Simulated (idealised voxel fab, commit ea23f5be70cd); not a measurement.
The following is a process module called voxel self aligned contacts.
The figure presents cross-section cut, which has a width of 225 nm and is divided into square cells with an edge length of 5 nm.
In this document a cross-section is written as a grid of square cells. It is given as a series of bands, listed from the top down, and a band is one or more rows of cells.
Heights first: top, then bottom, in nm. Then materials, left to right, each with a width in nm. "all across" on a single material: fills the band edge to edge. "empty": empty space.
For the purposes of this specification, 0 denotes the height below which the wafer in its as-received condition is composed wholly of one material, and the lowermost band, lacking a lower limit, extends downward without end, as expressed in "0 and below".
Read "30->40" as a graded width: first number on top, second number at the bottom, same change between each pair of neighbouring rows.
For the purposes of this document, the phrase "all unchanged" attached to a step denotes that no cell within the cross-section was modified by that step.
Closed empty spaces (no open way to the top) of 8 cells or more are what "closed voids" lists, each as width x height at distance from the left edge, nm for all three.
It should be noted that, on the line of a given step, the content following the step's settings is a remark produced by the simulator itself with respect to that step.
The "overlay nm" setting may appear on a step's line; for a step that uses a mask, it gives how far to the right of its planned position the mask lay, and a negative value indicates the left.
### Listed below are the process steps as planned
1. op RECEIVE | material Si
2. op CONFORMAL_DEP | material SiO2 | thk nm 5
3. op DIRECTIONAL_DEP | material polySi | thk nm 25
4. op DIRECTIONAL_DEP | material SiN | thk nm 20
5. op MASKED_ETCH | tone cover | mask id GATE | width nm 30 | pitch nm 70 | etch materials SiN | depth nm 20 | overlay nm 0
6. op MASKED_ETCH | tone cover | mask id GATE | width nm 30 | pitch nm 70 | etch materials polySi | depth nm 25 | overlay nm 0
7. op CONFORMAL_DEP | material SiN | thk nm 10
8. op DIRECTIONAL_ETCH | etch materials SiN | depth nm 10
9. op FILL_DEP | material SiO2 | thk nm 10
10. op CMP | height nm 55
11. op PATTERN | tone open | mask id CONTACT | material resist | width nm 50 | thk nm 20 | overlay nm 0
12. op DIRECTIONAL_ETCH | etch materials SiO2 | depth nm 55
13. op STRIP | etch materials resist
14. op CONFORMAL_DEP | material TiN | thk nm 5
15. op FILL_DEP | material Ru | thk nm 10
16. op CMP | height nm 55
17. op CONFORMAL_DEP | material SiCN | thk nm 5
### Of two wafers, the first: run according to plan
### The cross-section here shows the wafer as received, i.e. in its state after step 1
	0 and below: Si all across
	closed voids: none
### Wafer section view after processing step 2
	5 down to 0: SiO2 all across
	Under 0: no change, same as before.
### Wafer section view after processing step 3
	30 down to 5: polySi all across
	Under 5: no change, same as before.
### Wafer section view after processing step 4
	50 down to 30: SiN all across
	Under 30: no change, same as before.
### Wafer section view after processing step 5
	50 down to 30: empty=60 | SiN=30 | empty=40 | SiN=30 | empty=65
	Under 30: no change, same as before.
### Wafer section view after processing step 6
	50 down to 30: empty=60 | SiN=30 | empty=40 | SiN=30 | empty=65
	30 down to 5: empty=60 | polySi=30 | empty=40 | polySi=30 | empty=65
	Under 5: no change, same as before.
### Wafer section view after processing step 7
	60 down to 30: empty=50 | SiN=50 | empty=20 | SiN=50 | empty=55
	30 down to 15: empty=50 | SiN=10 | polySi=30 | SiN=10 | empty=20 | SiN=10 | polySi=30 | SiN=10 | empty=55
	15 down to 5: SiN=60 | polySi=30 | SiN=40 | polySi=30 | SiN=65
	Under 5: no change, same as before.
### Wafer section view after processing step 8
	50 down to 30: empty=50 | SiN=50 | empty=20 | SiN=50 | empty=55
	30 down to 5: empty=50 | SiN=10 | polySi=30 | SiN=10 | empty=20 | SiN=10 | polySi=30 | SiN=10 | empty=55
	Under 5: no change, same as before.
### Wafer section view after processing step 9
	60 down to 50: SiO2 all across
	50 down to 30: SiO2=50 | SiN=50 | SiO2=20 | SiN=50 | SiO2=55
	30 down to 5: SiO2=50 | SiN=10 | polySi=30 | SiN=10 | SiO2=20 | SiN=10 | polySi=30 | SiN=10 | SiO2=55
	Under 5: no change, same as before.
### Wafer section view after processing step 10
	55 down to 50: SiO2 all across
	Under 50: no change, same as before.
### Wafer section view after processing step 11
	75 down to 55: resist=85 | empty=50 | resist=90
	Under 55: no change, same as before.
### Wafer section view after processing step 12
	75 down to 55: resist=85 | empty=50 | resist=90
	55 down to 50: SiO2=85 | empty=50 | SiO2=90
	50 down to 30: SiO2=50 | SiN=50 | empty=20 | SiN=50 | SiO2=55
	30 down to 5: SiO2=50 | SiN=10 | polySi=30 | SiN=10 | empty=20 | SiN=10 | polySi=30 | SiN=10 | SiO2=55
	5 down to 0: SiO2=100 | empty=20 | SiO2=105
	Under 0: no change, same as before.
### Wafer section view after processing step 13
	55 down to 50: SiO2=85 | empty=50 | SiO2=90
	Under 50: no change, same as before.
### Wafer section view after processing step 14
	60 down to 55: TiN=90 | empty=40 | TiN=95
	55 down to 50: SiO2=85 | TiN=20 | empty=10 | TiN=20 | SiO2=90
	50 down to 30: SiO2=50 | SiN=50 | TiN=5 | empty=10 | TiN=5 | SiN=50 | SiO2=55
	30 down to 5: SiO2=50 | SiN=10 | polySi=30 | SiN=10 | TiN=5 | empty=10 | TiN=5 | SiN=10 | polySi=30 | SiN=10 | SiO2=55
	5 down to 0: SiO2=100 | TiN=20 | SiO2=105
	Under 0: no change, same as before.
### Wafer section view after processing step 15
	70 down to 60: Ru all across
	60 down to 55: TiN=90 | Ru=40 | TiN=95
	55 down to 50: SiO2=85 | TiN=20 | Ru=10 | TiN=20 | SiO2=90
	50 down to 30: SiO2=50 | SiN=50 | TiN=5 | Ru=10 | TiN=5 | SiN=50 | SiO2=55
	30 down to 5: SiO2=50 | SiN=10 | polySi=30 | SiN=10 | TiN=5 | Ru=10 | TiN=5 | SiN=10 | polySi=30 | SiN=10 | SiO2=55
	Under 5: no change, same as before.
### Wafer section view after processing step 16
	55 down to 50: SiO2=85 | TiN=20 | Ru=10 | TiN=20 | SiO2=90
	Under 50: no change, same as before.
### Wafer section view after processing step 17
	60 down to 55: SiCN all across
	Under 55: no change, same as before.
### Now the other wafer: same start, same recipe, but we messed up one thing when running it. Up to and including step 4 it's the same as the first one
### Cross-section, second wafer, at the end time the plan gives for step 5
	50 down to 30: SiN=60 | empty=30 | SiN=40 | empty=30 | SiN=65
	Under 30: no change, same as before.
Cross-section, second wafer, at the end time the plan gives for step 6: all unchanged
### Cross-section, second wafer, at the end time the plan gives for step 7
	60 down to 40: SiN=70 | empty=10 | SiN=60 | empty=10 | SiN=75
	40 down to 30: SiN all across
	Under 30: no change, same as before.
### Cross-section, second wafer, at the end time the plan gives for step 8
	50 down to 30: SiN=70 | empty=10 | SiN=60 | empty=10 | SiN=75
	Under 30: no change, same as before.
### Cross-section, second wafer, at the end time the plan gives for step 9
	60 down to 50: SiO2 all across
	50 down to 30: SiN=70 | SiO2=10 | SiN=60 | SiO2=10 | SiN=75
	Under 30: no change, same as before.
### Cross-section, second wafer, at the end time the plan gives for step 10
	55 down to 50: SiO2 all across
	Under 50: no change, same as before.
### Cross-section, second wafer, at the end time the plan gives for step 11
	75 down to 55: resist=85 | empty=50 | resist=90
	Under 55: no change, same as before.
### Cross-section, second wafer, at the end time the plan gives for step 12
	75 down to 55: resist=85 | empty=50 | resist=90
	55 down to 50: SiO2=85 | empty=50 | SiO2=90
	Under 50: no change, same as before.
### Cross-section, second wafer, at the end time the plan gives for step 13
	55 down to 50: SiO2=85 | empty=50 | SiO2=90
	Under 50: no change, same as before.
### Cross-section, second wafer, at the end time the plan gives for step 14
	60 down to 55: TiN=90 | empty=40 | TiN=95
	55 down to 50: SiO2=85 | TiN=50 | SiO2=90
	Under 50: no change, same as before.
### Cross-section, second wafer, at the end time the plan gives for step 15
	70 down to 60: Ru all across
	60 down to 55: TiN=90 | Ru=40 | TiN=95
	Under 55: no change, same as before.
### Cross-section, second wafer, at the end time the plan gives for step 16
	55 down to 50: SiO2=85 | TiN=50 | SiO2=90
	Under 50: no change, same as before.
### Cross-section, second wafer, at the end time the plan gives for step 17
	60 down to 55: SiCN all across
	Under 55: no change, same as before.
Run error: step 5 did not use the planned setting and instead ran as op MASKED_ETCH | tone open | mask id GATE | width nm 30 | pitch nm 70 | etch materials SiN | depth nm 20 | overlay nm 0
Counted in cells at the end, the second wafer holds more or fewer of these materials than the first: Ru -20 | SiN +44 | SiO2 -169 | TiN -20 | polySi +165
